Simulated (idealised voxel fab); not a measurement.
Title: Process Module voxel wiring stack
280 nm wide, 5 nm square cells: that's cross-section cut.
Reading order for cross-sections: top band down to bottom band. Underlying form: a grid of square cells. Band size: one or more rows of cells. For a band, the entry starts with two heights in nm, that of the top and then that of the bottom, and carries on with the band's materials in order from left to right, each alongside its width in nm; the word "all across" beside a single material means it fills the band edge to edge, and "empty" means empty space. A quick word on heights: they are counted from 0, and under that level the wafer as it came to us is one material throughout. The lowest band is different from the rest in having no bottom; it simply continues downward, written as in "0 -> down". When a width is written as two numbers, as in "30..40", the first number is the width in the top row of cells of the band and the second is the width in its bottom row, and the width changes by the same amount from each row to the next. "remained the same" for a step: no cell of the cross-section changed in that step. Empty spaces without an open route to the top, at least 8 cells in extent, make up the entry "Trapped void list"; each is given as width x height at distance, where the distance is measured from the left edge, and all are in nm. On a step's line, text after the settings is the simulator commenting on that step. Each step line may optionally specify "overlay nm", which for a step with a mask gives the rightward distance between the mask's planned place and where it lay, a negative value indicating the leftward direction.
-- Planned step list for the process
step 1: RECEIVE (material Si)
step 2: CONFORMAL_DEP (material SiO2; thk nm 10)
step 3: CONFORMAL_DEP (material SiN; thk nm 5)
step 4: DIRECTIONAL_DEP (material SiO2; thk nm 20)
step 5: MASKED_ETCH (tone open; mask id METAL_1; width nm 20; pitch nm 40; etch materials SiO2; depth nm 20; overlay nm 0)
step 6: MASKED_ETCH (tone open; mask id METAL_1; width nm 20; pitch nm 40; etch materials SiN; depth nm 5; overlay nm 0)
step 7: CONFORMAL_DEP (material TiN; thk nm 5)
step 8: FILL_DEP (material Ru; thk nm 10)
step 9: CMP (height nm 35)
step 10: CONFORMAL_DEP (material SiCN; thk nm 5)
step 11: DIRECTIONAL_DEP (material SiO2; thk nm 15)
step 12: MASKED_ETCH (tone open; mask id PLUG_1; width nm 15; pitch nm 80; etch materials SiO2; depth nm 15; overlay nm 0)
step 13: MASKED_ETCH (tone open; mask id PLUG_1; width nm 15; pitch nm 80; etch materials SiCN; depth nm 5; overlay nm 0)
step 14: CONFORMAL_DEP (material TiN; thk nm 5)
step 15: FILL_DEP (material W; thk nm 5)
step 16: CMP (height nm 55)
step 17: CONFORMAL_DEP (material SiN; thk nm 5)
step 18: DIRECTIONAL_DEP (material lowk; thk nm 20)
step 19: MASKED_ETCH (tone open; mask id METAL_2; width nm 20; pitch nm 40; etch materials lowk; depth nm 20; overlay nm 0)
step 20: MASKED_ETCH (tone open; mask id METAL_2; width nm 20; pitch nm 40; etch materials SiN; depth nm 5; overlay nm 0)
step 21: CONFORMAL_DEP (material TiN; thk nm 5)
step 22: FILL_DEP (material Cu; thk nm 5)
step 23: CMP (height nm 80)
step 24: CONFORMAL_DEP (material SiCN; thk nm 5)
step 25: DIRECTIONAL_DEP (material lowk; thk nm 35)
step 26: MASKED_ETCH (tone open; mask id METAL_3; width nm 20; pitch nm 40; etch materials lowk; depth nm 20; overlay nm 0)
step 27: DIRECTIONAL_DEP (material aC; thk nm 10)
step 28: PATTERN (tone open; mask id METAL_3_HOLES; material resist; width nm 15; pitch nm 80; thk nm 25; overlay nm 0)
step 29: DIRECTIONAL_ETCH (etch materials aC; depth nm 10)
step 30: STRIP (etch materials resist)
step 31: DIRECTIONAL_ETCH (etch materials lowk; depth nm 15)
step 32: DIRECTIONAL_ETCH (etch materials SiCN; depth nm 5)
step 33: STRIP (etch materials aC)
step 34: CONFORMAL_DEP (material TiN; thk nm 5)
step 35: FILL_DEP (material Cu; thk nm 10)
step 36: CMP (height nm 120)
step 37: CONFORMAL_DEP (material SiN; thk nm 5)
-- Cross-section of the wafer upon arrival, representing the state reached after step 1
- 0 -> down: Si all across
- Trapped void list: none
-- a wafer at the end: this start, this plan, one mistake
- 125 -> 120: SiN all across
- 120 -> 105: lowk (90), then TiN (5), then Cu (10), then TiN (5), then lowk (20), then TiN (5), then Cu (10), then TiN (5), then lowk (20), then TiN (5), then Cu (10), then TiN (5), then lowk (90)
- 105 -> 100: lowk (90), then TiN (5), then Cu (5), then TiN (10), then lowk (20), then TiN (20), then lowk (20), then TiN (5), then Cu (5), then TiN (10), then lowk (90)
- 100 -> 85: lowk (90), then TiN (5), then Cu (5), then TiN (5), then lowk (65), then TiN (5), then Cu (5), then TiN (5), then lowk (95)
- 85 -> 80: SiCN (90), then TiN (15), then SiCN (65), then TiN (15), then SiCN (95)
- 80 -> 75: Cu all across
- 75 -> 70: TiN (95), then Cu (10), then TiN (30), then Cu (10), then TiN (30), then Cu (10), then TiN (95)
- 70 -> 50: lowk (90), then TiN (5), then Cu (10), then TiN (5), then lowk (20), then TiN (5), then Cu (10), then TiN (5), then lowk (20), then TiN (5), then Cu (10), then TiN (5), then lowk (90)
- 50 -> 45: SiN (90), then TiN (20), then SiN (20), then TiN (20), then SiN (20), then TiN (20), then SiN (90)
- 45 -> 40: SiO2 (90), then TiN (5), then W (5), then TiN (5), then SiO2 (65), then TiN (5), then W (5), then TiN (5), then SiO2 (95)
- 40 -> 35: SiCN (90), then TiN (15), then SiCN (65), then TiN (15), then SiCN (95)
- 35 -> 15: SiO2 (90), then TiN (5), then Ru (10), then TiN (5), then SiO2 (20), then TiN (5), then Ru (10), then TiN (5), then SiO2 (20), then TiN (5), then Ru (10), then TiN (5), then SiO2 (90)
- 15 -> 10: SiN (90), then TiN (20), then SiN (20), then TiN (20), then SiN (20), then TiN (20), then SiN (90)
- 10 -> 0: SiO2 all across
- 0 -> down: Si all across
- Trapped void list: none
So what did we get wrong on this run? it should be noted that step 16 was executed with settings other than those planned, the operation and settings actually applied being CMP (height nm 45)
